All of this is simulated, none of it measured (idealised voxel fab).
process module | voxel gate over fins
cross-section cut | 270 nm wide | cells 5 nm
A cross-section is a grid of square cells, given in bands from the top down. A band is one or more rows of cells.
Each band's line starts with the height of the band's top and of its bottom, in nm. Then come its materials from left to right, each with its width in nm. One material with "throughout" fills the band from edge to edge. "air" is empty space.
Height 0 is the level under which the wafer as received is all one material. The lowest band goes on downwards, as in "0 down".
A width such as "30 to 40" changes by the same amount from each row of cells to the next, from the band's top row to its bottom row.
"no change" after a step means that no cell of the cross-section changed.
closed voids: empty space of 8 cells or more with no open way to the top, each as width x height at its distance from the left edge, in nm
after a step's settings: what the simulator itself notes on the step
overlay nm, on a step with a mask: how far to the right of its planned place the mask lay; to the left if negative
plan
1 op RECEIVE | material Si
2 op CONFORMAL_DEP | material SiN | thk nm 10
3 op DIRECTIONAL_DEP | material aC | thk nm 15
4 op PATTERN | tone cover | mask id FINS | material resist | width nm 15 | pitch nm 45 | thk nm 30 | overlay nm 0
5 op DIRECTIONAL_ETCH | etch materials aC | depth nm 15
6 op STRIP | etch materials resist
7 op DIRECTIONAL_ETCH | etch materials SiN | depth nm 10
8 op DIRECTIONAL_ETCH | etch materials Si | depth nm 30
9 op STRIP | etch materials aC
10 op FILL_DEP | material SiO2 | thk nm 10
11 op CMP | height nm 10
12 op SELECTIVE_ETCH | etch materials SiO2 | depth nm 25
13 op STRIP | etch materials SiN
14 op CONFORMAL_DEP | material HfO2 | thk nm 5
15 op CONFORMAL_DEP | material TiN | thk nm 5
16 op FILL_DEP | material W | thk nm 10
17 op CMP | height nm 15
18 op CONFORMAL_DEP | material SiCN | thk nm 10
as received, after step 1
  0 down: Si throughout
  closed voids: none
first wafer at the end, as planned
  25 to 15: SiCN throughout
  15 to 10: W throughout
  10 to 5: W 50 | TiN 35 | W 10 | TiN 35 | W 10 | TiN 35 | W 10 | TiN 35 | W 50
  5 to 0: W 50 | TiN 5 | HfO2 25 | TiN 5 | W 10 | TiN 5 | HfO2 25 | TiN 5 | W 10 | TiN 5 | HfO2 25 | TiN 5 | W 10 | TiN 5 | HfO2 25 | TiN 5 | W 50
  0 to -5: W 50 | TiN 5 | HfO2 5 | Si 15 | HfO2 5 | TiN 5 | W 10 | TiN 5 | HfO2 5 | Si 15 | HfO2 5 | TiN 5 | W 10 | TiN 5 | HfO2 5 | Si 15 | HfO2 5 | TiN 5 | W 10 | TiN 5 | HfO2 5 | Si 15 | HfO2 5 | TiN 5 | W 50
  -5 to -10: TiN 55 | HfO2 5 | Si 15 | HfO2 5 | TiN 20 | HfO2 5 | Si 15 | HfO2 5 | TiN 20 | HfO2 5 | Si 15 | HfO2 5 | TiN 20 | HfO2 5 | Si 15 | HfO2 5 | TiN 55
  -10 to -15: HfO2 60 | Si 15 | HfO2 30 | Si 15 | HfO2 30 | Si 15 | HfO2 30 | Si 15 | HfO2 60
  -15 to -30: SiO2 60 | Si 15 | SiO2 30 | Si 15 | SiO2 30 | Si 15 | SiO2 30 | Si 15 | SiO2 60
  -30 down: Si throughout
  closed voids: none
second wafer at the end: like start, like plan, one mistake
  25 to 15: SiCN throughout
  15 to 10: W throughout
  10 to 5: TiN throughout
  5 to 0: HfO2 65 | TiN 5 | HfO2 40 | TiN 5 | HfO2 40 | TiN 5 | HfO2 40 | TiN 5 | HfO2 65
  0 to -10: Si 60 | HfO2 5 | TiN 5 | HfO2 5 | Si 30 | HfO2 5 | TiN 5 | HfO2 5 | Si 30 | HfO2 5 | TiN 5 | HfO2 5 | Si 30 | HfO2 5 | TiN 5 | HfO2 5 | Si 60
  -10 to -15: Si 60 | HfO2 15 | Si 30 | HfO2 15 | Si 30 | HfO2 15 | Si 30 | HfO2 15 | Si 60
  -15 to -30: Si 60 | SiO2 15 | Si 30 | SiO2 15 | Si 30 | SiO2 15 | Si 30 | SiO2 15 | Si 60
  -30 down: Si throughout
  closed voids: none
what went wrong: step 4 ran as: op PATTERN | tone open | mask id FINS | material resist | width nm 15 | pitch nm 45 | thk nm 30 | overlay nm 0
at the end the second wafer has, in cells: 180 more of Si | 90 fewer of SiO2 | 12 fewer of TiN | 78 fewer of W
